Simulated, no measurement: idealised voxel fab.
process module | voxel self aligned vias
cross-section cut | 255 nm wide | cells 5 nm
A cross-section is a grid of square cells, given in bands from the top down. A band is one or more rows of cells.
Each band's line starts with the height of the band's top and of its bottom, in nm. Then come its materials from left to right, each with its width in nm. One material with "throughout" fills the band from edge to edge. "air" is empty space.
Height 0 is the level under which the wafer as received is all one material. The lowest band goes on downwards, as in "0 down".
A width such as "30 to 40" changes by the same amount from each row of cells to the next, from the band's top row to its bottom row.
"no change" after a step means that no cell of the cross-section changed.
closed voids: empty space of 8 cells or more with no open way to the top, each as width x height at its distance from the left edge, in nm
after a step's settings: what the simulator itself notes on the step
overlay nm, on a step with a mask: how far to the right of its planned place the mask lay; to the left if negative
plan
1 op RECEIVE | material Si
2 op CONFORMAL_DEP | material SiO2 | thk nm 10
3 op CONFORMAL_DEP | material SiCN | thk nm 5
4 op DIRECTIONAL_DEP | material lowk | thk nm 25
5 op DIRECTIONAL_DEP | material aC | thk nm 10
6 op PATTERN | tone open | mask id LINES | material resist | width nm 25 | pitch nm 65 | thk nm 25 | overlay nm 0
7 op DIRECTIONAL_ETCH | etch materials aC | depth nm 10
8 op STRIP | etch materials resist
9 op DIRECTIONAL_ETCH | etch materials lowk | depth nm 25
10 op STRIP | etch materials aC
11 op CONFORMAL_DEP | material TiN | thk nm 5
12 op FILL_DEP | material W | thk nm 10
13 op CMP | height nm 40
14 op SELECTIVE_ETCH | etch materials W Ru TiN | depth nm 5
15 op FILL_DEP | material SiN | thk nm 5
16 op CMP | height nm 40
17 op DIRECTIONAL_DEP | material lowk | thk nm 15
18 op MASKED_ETCH | tone open | mask id VIAS | width nm 45 | pitch nm 130 | etch materials lowk | depth nm 15 | overlay nm 0
19 op MASKED_ETCH | tone open | mask id VIAS | width nm 45 | pitch nm 130 | etch materials SiN | depth nm 5 | overlay nm 0
20 op CONFORMAL_DEP | material TiN | thk nm 5
21 op FILL_DEP | material Ru | thk nm 5
22 op CMP | height nm 45
23 op CONFORMAL_DEP | material SiN | thk nm 5
varied across the wafers: height nm of step 22. The plan shows the first wafer's value. All wafers start alike
first wafer as received, after step 1
  0 down: Si throughout
  closed voids: none
each wafer at the end: cells of each material gained (+) or lost (-) since it was received, then its closed voids
height nm 45 | +6 Ru | +51 SiCN | +56 SiN | +102 SiO2 | +55 TiN | +27 W | +213 lowk | closed voids: none
height nm 50 | +20 Ru | +51 SiCN | +56 SiN | +102 SiO2 | +59 TiN | +27 W | +246 lowk | closed voids: none
height nm 55 | +34 Ru | +51 SiCN | +56 SiN | +102 SiO2 | +63 TiN | +27 W | +279 lowk | closed voids: none
height nm 60 | +48 Ru | +51 SiCN | +56 SiN | +102 SiO2 | +100 TiN | +27 W | +279 lowk | closed voids: none
height nm 65 | +99 Ru | +51 SiCN | +56 SiN | +102 SiO2 | +100 TiN | +27 W | +279 lowk | closed voids: none
